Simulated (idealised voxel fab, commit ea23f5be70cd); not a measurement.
process module | voxel self aligned contacts
cross-section cut | 170 nm wide | cells 5 nm
A cross-section is a grid of square cells, given in bands from the top down. A band is one or more rows of cells.
Each band's line starts with the height of the band's top and of its bottom, in nm. Then come its materials from left to right, each with its width in nm. One material with "throughout" fills the band from edge to edge. "air" is empty space.
Height 0 is the level under which the wafer as received is all one material. The lowest band goes on downwards, as in "0 down".
A width such as "30 to 40" changes by the same amount from each row of cells to the next, from the band's top row to its bottom row.
"no change" after a step means that no cell of the cross-section changed.
closed voids: empty space of 8 cells or more with no open way to the top, each as width x height at its distance from the left edge, in nm
after a step's settings: what the simulator itself notes on the step
overlay nm, on a step with a mask: how far to the right of its planned place the mask lay; to the left if negative
plan
1 op RECEIVE | material Si
2 op CONFORMAL_DEP | material SiO2 | thk nm 5
3 op DIRECTIONAL_DEP | material polySi | thk nm 25
4 op DIRECTIONAL_DEP | material SiN | thk nm 20
5 op PATTERN | tone cover | mask id GATE | material resist | width nm 25 | pitch nm 60 | thk nm 20 | overlay nm 0
6 op DIRECTIONAL_ETCH | etch materials SiN | depth nm 20
7 op DIRECTIONAL_ETCH | etch materials polySi | depth nm 25
8 op STRIP | etch materials resist
9 op CONFORMAL_DEP | material SiN | thk nm 5
10 op DIRECTIONAL_ETCH | etch materials SiN | depth nm 5
11 op FILL_DEP | material SiO2 | thk nm 15
12 op CMP | height nm 55
13 op DIRECTIONAL_DEP | material aC | thk nm 10
14 op PATTERN | tone open | mask id CONTACT | material resist | width nm 45 | thk nm 25 | overlay nm 0
15 op DIRECTIONAL_ETCH | etch materials aC | depth nm 10
16 op STRIP | etch materials resist
17 op DIRECTIONAL_ETCH | etch materials SiO2 | depth nm 55
18 op STRIP | etch materials aC
19 op CONFORMAL_DEP | material TiN | thk nm 5
20 op FILL_DEP | material Ru | thk nm 5
21 op CMP | height nm 55
22 op CONFORMAL_DEP | material SiCN | thk nm 5
as received, after step 1
  0 down: Si throughout
  closed voids: none
a wafer at the end: this start, this plan, one mistake
  60 to 55: SiCN throughout
  55 to 50: SiO2 60 | TiN 10 | Ru 25 | TiN 10 | SiO2 65
  50 to 30: SiO2 40 | SiN 25 | TiN 5 | Ru 25 | TiN 5 | SiN 25 | SiO2 45
  30 to 5: SiO2 40 | polySi 25 | TiN 5 | Ru 25 | TiN 5 | polySi 25 | SiO2 45
  5 to 0: SiO2 65 | TiN 35 | SiO2 70
  0 down: Si throughout
  closed voids: none
what went wrong: step 9 ran as: op CONFORMAL_DEP | material SiO2 | thk nm 5
